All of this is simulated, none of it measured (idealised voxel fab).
This is a process module. Its name is voxel released beams.
Xsec cut, 225 nm wide, square cell size 5 nm.
A cross-section in this document is a grid of square cells, and it is written down as bands, the top band listed before the ones below it; a band is made up of one or more rows of cells. The band entry comprises the height of the band's top followed by the height of its bottom, expressed in nm, and subsequently the band's materials from left to right, each stated together with its width in nm. Where a single material is marked with the word "full width", that material fills the band from edge to edge. The word "air" represents empty space. We count height from 0. Below that, the starting wafer is all one material. The lowest band never ends at the bottom but goes on down; see "0..down" for how that is written. A width such as "30..40" changes by the same amount from each row of cells to the next, from the band's top row to its bottom row. Reading "no alteration" for a step: not a cell of the cross-section changed in it. "Closed void listing" contains a list of empty spaces, each no smaller than 8 cells and without an open way to the top, written in the form width x height at distance with the distance from the left edge and all three in nm. Text after the settings on a step's line: the simulator's own remark on that step. overlay nm: mask offset rightward from planned place, masked step; negative means leftward offset.
**Here's what the planned process steps look like**
1) op RECEIVE | material Si
2) op CONFORMAL_DEP | material Al2O3 | thk nm 5
3) op DIRECTIONAL_DEP | material SiO2 | thk nm 20
4) op MASKED_ETCH | tone open | mask id ANCHOR | width nm 40 | etch materials SiO2 | depth nm 20 | overlay nm 0
5) op CONFORMAL_DEP | material SiN | thk nm 15
6) op MASKED_ETCH | tone cover | mask id BEAM | width nm 120 | etch materials SiN | depth nm 15 | overlay nm 0
7) op STRIP | etch materials SiO2
**Wafer at receipt (post step 1), cross-section**
    0..down  Si full width
    Closed void listing: none
**Below is the wafer in cross-section after the module was completed. It began from the starting point shown above and followed the plan shown above, except that one mistake was made while running it**
    35..25  air: 50; SiN: 15; air: 20; SiN: 85; air: 55
    25..15  air: 55; SiN: 10; air: 20; SiN: 10; air: 130
    15..5  air: 55; SiN: 40; air: 130
    5..0  Al2O3 full width
    0..down  Si full width
    Closed void listing: none
What went wrong in running the wafer? it should be noted that step 5 was executed with settings other than those planned, the operation and settings actually applied being op CONFORMAL_DEP | material SiN | thk nm 10
